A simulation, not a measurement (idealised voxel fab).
process module | voxel released beams
cross-section cut | 140 nm wide | cells 5 nm
A cross-section is a grid of square cells, given in bands from the top down. A band is one or more rows of cells.
Each band's line starts with the height of the band's top and of its bottom, in nm. Then come its materials from left to right, each with its width in nm. One material with "throughout" fills the band from edge to edge. "air" is empty space.
Height 0 is the level under which the wafer as received is all one material. The lowest band goes on downwards, as in "0 down".
A width such as "30 to 40" changes by the same amount from each row of cells to the next, from the band's top row to its bottom row.
"no change" after a step means that no cell of the cross-section changed.
closed voids: empty space of 8 cells or more with no open way to the top, each as width x height at its distance from the left edge, in nm
after a step's settings: what the simulator itself notes on the step
overlay nm, on a step with a mask: how far to the right of its planned place the mask lay; to the left if negative
plan
1 op RECEIVE | material Si
2 op CONFORMAL_DEP | material Al2O3 | thk nm 10
3 op DIRECTIONAL_DEP | material SiO2 | thk nm 20
4 op DIRECTIONAL_DEP | material aC | thk nm 10
5 op PATTERN | tone open | mask id ANCHOR | material resist | width nm 35 | thk nm 25 | overlay nm 0
6 op DIRECTIONAL_ETCH | etch materials aC | depth nm 10
7 op STRIP | etch materials resist
8 op DIRECTIONAL_ETCH | etch materials SiO2 | depth nm 20
9 op STRIP | etch materials aC
10 op CONFORMAL_DEP | material W | thk nm 15
11 op MASKED_ETCH | tone cover | mask id BEAM | width nm 105 | etch materials W | depth nm 15 | overlay nm 0
12 op STRIP | etch materials SiO2
first wafer, as planned
as received, after step 1
  0 down: Si throughout
  closed voids: none
after step 2
  10 to 0: Al2O3 throughout
  below 0: unchanged
after step 3
  30 to 10: SiO2 throughout
  below 10: unchanged
after step 4
  40 to 30: aC throughout
  below 30: unchanged
after step 5
  65 to 40: resist 20 | air 35 | resist 85
  below 40: unchanged
after step 6
  55 to 40: resist 20 | air 35 | resist 85
  40 to 30: aC 20 | air 35 | aC 85
  below 30: unchanged
after step 7
  40 to 30: aC 20 | air 35 | aC 85
  below 30: unchanged
after step 8
  40 to 30: aC 20 | air 35 | aC 85
  30 to 10: SiO2 20 | air 35 | SiO2 85
  below 10: unchanged
after step 9
  30 to 10: SiO2 20 | air 35 | SiO2 85
  below 10: unchanged
after step 10
  45 to 30: W 35 | air 5 | W 100
  30 to 25: SiO2 20 | W 15 | air 5 | W 15 | SiO2 85
  25 to 10: SiO2 20 | W 35 | SiO2 85
  below 10: unchanged
after step 11
  45 to 30: air 15 | W 20 | air 5 | W 80 | air 20
  below 30: unchanged
after step 12
  45 to 30: air 15 | W 20 | air 5 | W 80 | air 20
  30 to 25: air 20 | W 15 | air 5 | W 15 | air 85
  25 to 10: air 20 | W 35 | air 85
  below 10: unchanged
second wafer: like start, like plan, one mistake. Through step 2 it matches the first wafer
when step 3 should have ended
  25 to 10: SiO2 throughout
  below 10: unchanged
when step 4 should have ended
  35 to 25: aC throughout
  below 25: unchanged
when step 5 should have ended
  60 to 35: resist 20 | air 35 | resist 85
  below 35: unchanged
when step 6 should have ended
  50 to 35: resist 20 | air 35 | resist 85
  35 to 25: aC 20 | air 35 | aC 85
  below 25: unchanged
when step 7 should have ended
  35 to 25: aC 20 | air 35 | aC 85
  below 25: unchanged
when step 8 should have ended
  35 to 25: aC 20 | air 35 | aC 85
  25 to 10: SiO2 20 | air 35 | SiO2 85
  below 10: unchanged
when step 9 should have ended
  25 to 10: SiO2 20 | air 35 | SiO2 85
  below 10: unchanged
when step 10 should have ended
  40 to 25: W 35 | air 5 | W 100
  25 to 10: SiO2 20 | W 35 | SiO2 85
  below 10: unchanged
when step 11 should have ended
  40 to 25: air 15 | W 20 | air 5 | W 80 | air 20
  below 25: unchanged
when step 12 should have ended
  40 to 25: air 15 | W 20 | air 5 | W 80 | air 20
  25 to 10: air 20 | W 35 | air 85
  below 10: unchanged
what went wrong: step 3 ran as: op DIRECTIONAL_DEP | material SiO2 | thk nm 15
at the end the second wafer has, in cells: 6 fewer of W
